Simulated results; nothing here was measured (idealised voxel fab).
Presented below is a process module, voxel gate over fins.
The figure presents cross-section cut, which has a width of 215 nm and is divided into square cells with an edge length of 5 nm.
A cross-section is a grid of square cells, given in bands from the top down. A band is one or more rows of cells.
It is stipulated that each band's entry specify, in nanometres, the height of the top of the band and then that of its bottom, followed by the materials of the band in left-to-right sequence, each together with its width in nanometres. A single material marked by the word "throughout" is understood to fill the band from edge to edge; the word "empty" is understood to denote empty space.
The level at which height equals 0 is the one under which the wafer, as it arrives, is entirely one material. No lower edge exists for the bottom band, which continues downward and is notated as in "0..down".
You'd read "30->40" like this: the band's top row of cells is as wide as the first number, its bottom row is as wide as the second, and going down, every row changes width by the same amount as the row before did.
Basically "stayed the same" means that step didn't change any cell in the cross-section.
Any empty space of 8 cells or more lacking an open way to the top shows up in "Sealed void inventory" as width x height at distance, distance from the left edge, in nm.
On each step's line, the part that comes after the settings is the simulator's own comment on the step.
overlay nm: for a step with a mask, the amount by which the mask lay right of where it was planned; a negative amount means left of it.

-- The planned process steps are enumerated hereunder
- 1: RECEIVE (material Si)
- 2: CONFORMAL_DEP (material SiN; thk nm 10)
- 3: DIRECTIONAL_DEP (material aC; thk nm 10)
- 4: PATTERN (tone cover; mask id FINS; material resist; width nm 15; pitch nm 45; thk nm 25; overlay nm 0)
- 5: DIRECTIONAL_ETCH (etch materials aC; depth nm 10)
- 6: STRIP (etch materials resist)
- 7: DIRECTIONAL_ETCH (etch materials SiN; depth nm 10)
- 8: DIRECTIONAL_ETCH (etch materials Si; depth nm 35)
- 9: STRIP (etch materials aC)
- 10: FILL_DEP (material SiO2; thk nm 15)
- 11: CMP (height nm 10)
- 12: SELECTIVE_ETCH (etch materials SiO2; depth nm 25)
- 13: STRIP (etch materials SiN)
- 14: CONFORMAL_DEP (material HfO2; thk nm 5)
- 15: CONFORMAL_DEP (material TiN; thk nm 5)
- 16: FILL_DEP (material W; thk nm 10)
- 17: CMP (height nm 15)
- 18: CONFORMAL_DEP (material SiCN; thk nm 10)

-- First of two wafers: run as planned

-- As received (post step 1): cross-section
  0..down: Si throughout
  Sealed void inventory: none

-- after step 2
  10..0: SiN throughout
  Note: structure below 0 unchanged.

-- after step 3
  20..10: aC throughout
  Note: structure below 10 unchanged.

-- after step 4
  45..20: 55 nm empty, then 15 nm resist, then 30 nm empty, then 15 nm resist, then 30 nm empty, then 15 nm resist, then 55 nm empty
  Note: structure below 20 unchanged.

-- after step 5
  35..20: 55 nm empty, then 15 nm resist, then 30 nm empty, then 15 nm resist, then 30 nm empty, then 15 nm resist, then 55 nm empty
  20..10: 55 nm empty, then 15 nm aC, then 30 nm empty, then 15 nm aC, then 30 nm empty, then 15 nm aC, then 55 nm empty
  Note: structure below 10 unchanged.

-- after step 6
  20..10: 55 nm empty, then 15 nm aC, then 30 nm empty, then 15 nm aC, then 30 nm empty, then 15 nm aC, then 55 nm empty
  Note: structure below 10 unchanged.

-- after step 7
  20..10: 55 nm empty, then 15 nm aC, then 30 nm empty, then 15 nm aC, then 30 nm empty, then 15 nm aC, then 55 nm empty
  10..0: 55 nm empty, then 15 nm SiN, then 30 nm empty, then 15 nm SiN, then 30 nm empty, then 15 nm SiN, then 55 nm empty
  Note: structure below 0 unchanged.

-- after step 8
  20..10: 55 nm empty, then 15 nm aC, then 30 nm empty, then 15 nm aC, then 30 nm empty, then 15 nm aC, then 55 nm empty
  10..0: 55 nm empty, then 15 nm SiN, then 30 nm empty, then 15 nm SiN, then 30 nm empty, then 15 nm SiN, then 55 nm empty
  0..-35: 55 nm empty, then 15 nm Si, then 30 nm empty, then 15 nm Si, then 30 nm empty, then 15 nm Si, then 55 nm empty
  Note: structure below -35 unchanged.

-- after step 9
  10..0: 55 nm empty, then 15 nm SiN, then 30 nm empty, then 15 nm SiN, then 30 nm empty, then 15 nm SiN, then 55 nm empty
  Note: structure below 0 unchanged.

-- after step 10
  25..10: SiO2 throughout
  10..0: 55 nm SiO2, then 15 nm SiN, then 30 nm SiO2, then 15 nm SiN, then 30 nm SiO2, then 15 nm SiN, then 55 nm SiO2
  0..-35: 55 nm SiO2, then 15 nm Si, then 30 nm SiO2, then 15 nm Si, then 30 nm SiO2, then 15 nm Si, then 55 nm SiO2
  Note: structure below -35 unchanged.

-- after step 11
  10..0: 55 nm SiO2, then 15 nm SiN, then 30 nm SiO2, then 15 nm SiN, then 30 nm SiO2, then 15 nm SiN, then 55 nm SiO2
  Note: structure below 0 unchanged.

-- after step 12
  10..0: 55 nm empty, then 15 nm SiN, then 30 nm empty, then 15 nm SiN, then 30 nm empty, then 15 nm SiN, then 55 nm empty
  0..-15: 55 nm empty, then 15 nm Si, then 30 nm empty, then 15 nm Si, then 30 nm empty, then 15 nm Si, then 55 nm empty
  Note: structure below -15 unchanged.

-- after step 13
  0..-15: 55 nm empty, then 15 nm Si, then 30 nm empty, then 15 nm Si, then 30 nm empty, then 15 nm Si, then 55 nm empty
  Note: structure below -15 unchanged.

-- after step 14
  5..0: 50 nm empty, then 25 nm HfO2, then 20 nm empty, then 25 nm HfO2, then 20 nm empty, then 25 nm HfO2, then 50 nm empty
  0..-10: 50 nm empty, then 5 nm HfO2, then 15 nm Si, then 5 nm HfO2, then 20 nm empty, then 5 nm HfO2, then 15 nm Si, then 5 nm HfO2, then 20 nm empty, then 5 nm HfO2, then 15 nm Si, then 5 nm HfO2, then 50 nm empty
  -10..-15: 55 nm HfO2, then 15 nm Si, then 30 nm HfO2, then 15 nm Si, then 30 nm HfO2, then 15 nm Si, then 55 nm HfO2
  Note: structure below -15 unchanged.

-- after step 15
  10..5: 45 nm empty, then 35 nm TiN, then 10 nm empty, then 35 nm TiN, then 10 nm empty, then 35 nm TiN, then 45 nm empty
  5..0: 45 nm empty, then 5 nm TiN, then 25 nm HfO2, then 5 nm TiN, then 10 nm empty, then 5 nm TiN, then 25 nm HfO2, then 5 nm TiN, then 10 nm empty, then 5 nm TiN, then 25 nm HfO2, then 5 nm TiN, then 45 nm empty
  0..-5: 45 nm empty, then 5 nm TiN, then 5 nm HfO2, then 15 nm Si, then 5 nm HfO2, then 5 nm TiN, then 10 nm empty, then 5 nm TiN, then 5 nm HfO2, then 15 nm Si, then 5 nm HfO2, then 5 nm TiN, then 10 nm empty, then 5 nm TiN, then 5 nm HfO2, then 15 nm Si, then 5 nm HfO2, then 5 nm TiN, then 45 nm empty
  -5..-10: 50 nm TiN, then 5 nm HfO2, then 15 nm Si, then 5 nm HfO2, then 20 nm TiN, then 5 nm HfO2, then 15 nm Si, then 5 nm HfO2, then 20 nm TiN, then 5 nm HfO2, then 15 nm Si, then 5 nm HfO2, then 50 nm TiN
  Note: structure below -10 unchanged.

-- after step 16
  20..10: W throughout
  10..5: 45 nm W, then 35 nm TiN, then 10 nm W, then 35 nm TiN, then 10 nm W, then 35 nm TiN, then 45 nm W
  5..0: 45 nm W, then 5 nm TiN, then 25 nm HfO2, then 5 nm TiN, then 10 nm W, then 5 nm TiN, then 25 nm HfO2, then 5 nm TiN, then 10 nm W, then 5 nm TiN, then 25 nm HfO2, then 5 nm TiN, then 45 nm W
  0..-5: 45 nm W, then 5 nm TiN, then 5 nm HfO2, then 15 nm Si, then 5 nm HfO2, then 5 nm TiN, then 10 nm W, then 5 nm TiN, then 5 nm HfO2, then 15 nm Si, then 5 nm HfO2, then 5 nm TiN, then 10 nm W, then 5 nm TiN, then 5 nm HfO2, then 15 nm Si, then 5 nm HfO2, then 5 nm TiN, then 45 nm W
  Note: structure below -5 unchanged.

-- after step 17
  15..10: W throughout
  Note: structure below 10 unchanged.

-- after step 18
  25..15: SiCN throughout
  Note: structure below 15 unchanged.

-- Second Wafer (Identical Start and Plan, One Processing Error; Matches First Wafer Through Step 7)

-- Cross-section, second wafer, at the end time the plan gives for step 8
  20..10: 55 nm empty, then 15 nm aC, then 30 nm empty, then 15 nm aC, then 30 nm empty, then 15 nm aC, then 55 nm empty
  10..0: 55 nm empty, then 15 nm SiN, then 30 nm empty, then 15 nm SiN, then 30 nm empty, then 15 nm SiN, then 55 nm empty
  0..-70: 55 nm empty, then 15 nm Si, then 30 nm empty, then 15 nm Si, then 30 nm empty, then 15 nm Si, then 55 nm empty
  Note: structure below -70 unchanged.

-- Cross-section, second wafer, at the end time the plan gives for step 9
  10..0: 55 nm empty, then 15 nm SiN, then 30 nm empty, then 15 nm SiN, then 30 nm empty, then 15 nm SiN, then 55 nm empty
  Note: structure below 0 unchanged.

-- Cross-section, second wafer, at the end time the plan gives for step 10
  25..10: SiO2 throughout
  10..0: 55 nm SiO2, then 15 nm SiN, then 30 nm SiO2, then 15 nm SiN, then 30 nm SiO2, then 15 nm SiN, then 55 nm SiO2
  0..-70: 55 nm SiO2, then 15 nm Si, then 30 nm SiO2, then 15 nm Si, then 30 nm SiO2, then 15 nm Si, then 55 nm SiO2
  Note: structure below -70 unchanged.

-- Cross-section, second wafer, at the end time the plan gives for step 11
  10..0: 55 nm SiO2, then 15 nm SiN, then 30 nm SiO2, then 15 nm SiN, then 30 nm SiO2, then 15 nm SiN, then 55 nm SiO2
  Note: structure below 0 unchanged.

-- Cross-section, second wafer, at the end time the plan gives for step 12
  10..0: 55 nm empty, then 15 nm SiN, then 30 nm empty, then 15 nm SiN, then 30 nm empty, then 15 nm SiN, then 55 nm empty
  0..-15: 55 nm empty, then 15 nm Si, then 30 nm empty, then 15 nm Si, then 30 nm empty, then 15 nm Si, then 55 nm empty
  Note: structure below -15 unchanged.

-- Cross-section, second wafer, at the end time the plan gives for step 13
  0..-15: 55 nm empty, then 15 nm Si, then 30 nm empty, then 15 nm Si, then 30 nm empty, then 15 nm Si, then 55 nm empty
  Note: structure below -15 unchanged.

-- Cross-section, second wafer, at the end time the plan gives for step 14
  5..0: 50 nm empty, then 25 nm HfO2, then 20 nm empty, then 25 nm HfO2, then 20 nm empty, then 25 nm HfO2, then 50 nm empty
  0..-10: 50 nm empty, then 5 nm HfO2, then 15 nm Si, then 5 nm HfO2, then 20 nm empty, then 5 nm HfO2, then 15 nm Si, then 5 nm HfO2, then 20 nm empty, then 5 nm HfO2, then 15 nm Si, then 5 nm HfO2, then 50 nm empty
  -10..-15: 55 nm HfO2, then 15 nm Si, then 30 nm HfO2, then 15 nm Si, then 30 nm HfO2, then 15 nm Si, then 55 nm HfO2
  Note: structure below -15 unchanged.

-- Cross-section, second wafer, at the end time the plan gives for step 15
  10..5: 45 nm empty, then 35 nm TiN, then 10 nm empty, then 35 nm TiN, then 10 nm empty, then 35 nm TiN, then 45 nm empty
  5..0: 45 nm empty, then 5 nm TiN, then 25 nm HfO2, then 5 nm TiN, then 10 nm empty, then 5 nm TiN, then 25 nm HfO2, then 5 nm TiN, then 10 nm empty, then 5 nm TiN, then 25 nm HfO2, then 5 nm TiN, then 45 nm empty
  0..-5: 45 nm empty, then 5 nm TiN, then 5 nm HfO2, then 15 nm Si, then 5 nm HfO2, then 5 nm TiN, then 10 nm empty, then 5 nm TiN, then 5 nm HfO2, then 15 nm Si, then 5 nm HfO2, then 5 nm TiN, then 10 nm empty, then 5 nm TiN, then 5 nm HfO2, then 15 nm Si, then 5 nm HfO2, then 5 nm TiN, then 45 nm empty
  -5..-10: 50 nm TiN, then 5 nm HfO2, then 15 nm Si, then 5 nm HfO2, then 20 nm TiN, then 5 nm HfO2, then 15 nm Si, then 5 nm HfO2, then 20 nm TiN, then 5 nm HfO2, then 15 nm Si, then 5 nm HfO2, then 50 nm TiN
  Note: structure below -10 unchanged.

-- Cross-section, second wafer, at the end time the plan gives for step 16
  20..10: W throughout
  10..5: 45 nm W, then 35 nm TiN, then 10 nm W, then 35 nm TiN, then 10 nm W, then 35 nm TiN, then 45 nm W
  5..0: 45 nm W, then 5 nm TiN, then 25 nm HfO2, then 5 nm TiN, then 10 nm W, then 5 nm TiN, then 25 nm HfO2, then 5 nm TiN, then 10 nm W, then 5 nm TiN, then 25 nm HfO2, then 5 nm TiN, then 45 nm W
  0..-5: 45 nm W, then 5 nm TiN, then 5 nm HfO2, then 15 nm Si, then 5 nm HfO2, then 5 nm TiN, then 10 nm W, then 5 nm TiN, then 5 nm HfO2, then 15 nm Si, then 5 nm HfO2, then 5 nm TiN, then 10 nm W, then 5 nm TiN, then 5 nm HfO2, then 15 nm Si, then 5 nm HfO2, then 5 nm TiN, then 45 nm W
  Note: structure below -5 unchanged.

-- Cross-section, second wafer, at the end time the plan gives for step 17
  15..10: W throughout
  Note: structure below 10 unchanged.

-- Cross-section, second wafer, at the end time the plan gives for step 18
  25..15: SiCN throughout
  Note: structure below 15 unchanged.
Which mistake was made when the wafer was run? regarding the plan, step 8 was run twice
Counted in cells at the end, the second wafer holds more or fewer of these materials than the first: Si: 238 fewer, SiO2: 238 more
